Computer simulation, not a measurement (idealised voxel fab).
The following is a process module called voxel self aligned vias.
Cross-section cut spans 295 nm and uses square cells 5 nm in size.
Cross-section, as written here: a square-cell grid given band by band from the top down, where a band holds one or more rows of cells. Within each band entry, the heights of the top and of the bottom of the band appear first, in that order and in nm; the materials of the band then follow from left to right, each with its corresponding width in nm. The designation "throughout" on a single material indicates that it fills the band from edge to edge; the designation "blank" indicates empty space. Heads up on the height convention: 0 is the point under which the incoming wafer is all one material, and the lowest band has no bottom, it just keeps going down, like "0..down". The width entry "30->40" should be interpreted row by row: the top row of cells in the band takes the first number, the bottom row takes the second number, and the change between adjacent rows is uniform throughout. Key: "changes: none" - step with no changed cell in the cross-section. Empty spaces counting at least 8 cells and having no open way to the top are listed in "Enclosed internal voids". The notation width x height at distance is used for each, the distance being from the left edge and all three values in nm. Note: text after step settings on the step line = simulator remark on that step. For masked steps, "overlay nm" on the step line gives how far right of plan the mask actually lay; a minus sign means it lay to the left.
**Set out below are the planned steps of the process**
- 1: RECEIVE with material Si
- 2: CONFORMAL_DEP with material SiO2, thk nm 15
- 3: CONFORMAL_DEP with material SiCN, thk nm 5
- 4: DIRECTIONAL_DEP with material lowk, thk nm 25
- 5: DIRECTIONAL_DEP with material aC, thk nm 15
- 6: PATTERN with tone open, mask id LINES, material resist, width nm 25, pitch nm 60, thk nm 30, overlay nm 0
- 7: DIRECTIONAL_ETCH with etch materials aC, depth nm 15
- 8: STRIP with etch materials resist
- 9: DIRECTIONAL_ETCH with etch materials lowk, depth nm 25
- 10: STRIP with etch materials aC
- 11: CONFORMAL_DEP with material TiN, thk nm 5
- 12: FILL_DEP with material Ru, thk nm 10
- 13: CMP with height nm 45
- 14: SELECTIVE_ETCH with etch materials W Ru TiN, depth nm 5
- 15: FILL_DEP with material SiN, thk nm 5
- 16: CMP with height nm 45
- 17: DIRECTIONAL_DEP with material lowk, thk nm 15
- 18: PATTERN with tone open, mask id VIAS, material resist, width nm 45, pitch nm 60, thk nm 15, overlay nm 0
- 19: DIRECTIONAL_ETCH with etch materials lowk, depth nm 15
- 20: DIRECTIONAL_ETCH with etch materials SiN, depth nm 5
- 21: STRIP with etch materials resist
- 22: CONFORMAL_DEP with material TiN, thk nm 5
- 23: FILL_DEP with material Ru, thk nm 10
- 24: CMP with height nm 60
- 25: CONFORMAL_DEP with material SiN, thk nm 5
**Cross-section: wafer on arrival = after step 1**
0..down  Si throughout
Enclosed internal voids: none
**First wafer of two, sectioned at end of module; run went per plan**
65..60  SiN throughout
60..50  lowk=65  TiN=5  Ru=35  TiN=5  lowk=15  TiN=5  Ru=35  TiN=5  lowk=15  TiN=5  Ru=35  TiN=5  lowk=65
50..45  lowk=65  TiN=15  Ru=15  TiN=15  lowk=15  TiN=15  Ru=15  TiN=15  lowk=15  TiN=15  Ru=15  TiN=15  lowk=65
45..40  lowk=75  TiN=25  lowk=35  TiN=25  lowk=35  TiN=25  lowk=75
40..25  lowk=75  TiN=5  Ru=15  TiN=5  lowk=35  TiN=5  Ru=15  TiN=5  lowk=35  TiN=5  Ru=15  TiN=5  lowk=75
25..20  lowk=75  TiN=25  lowk=35  TiN=25  lowk=35  TiN=25  lowk=75
20..15  SiCN throughout
15..0  SiO2 throughout
0..down  Si throughout
Enclosed internal voids: none
**Cross-sectional image of the second wafer of the two following completion of the module. Starting state and process plan were the same as for the first wafer; one execution error occurred**
65..60  SiN throughout
60..50  lowk=65  TiN=5  Ru=35  TiN=5  lowk=15  TiN=5  Ru=35  TiN=5  lowk=15  TiN=5  Ru=35  TiN=5  lowk=65
50..45  lowk=65  TiN=15  Ru=15  TiN=15  lowk=15  TiN=15  Ru=15  TiN=15  lowk=15  TiN=15  Ru=15  TiN=15  lowk=65
45..35  lowk=75  TiN=25  lowk=35  TiN=25  lowk=35  TiN=25  lowk=75
35..30  SiCN throughout
30..0  SiO2 throughout
0..down  Si throughout
Enclosed internal voids: none
Misprocessing identified: it should be noted that step 2 of the plan was executed twice
Counted in cells at the end, the second wafer holds more or fewer of these materials than the first: Ru: 27 fewer | SiO2: 177 more | TiN: 18 fewer | lowk: 132 fewer
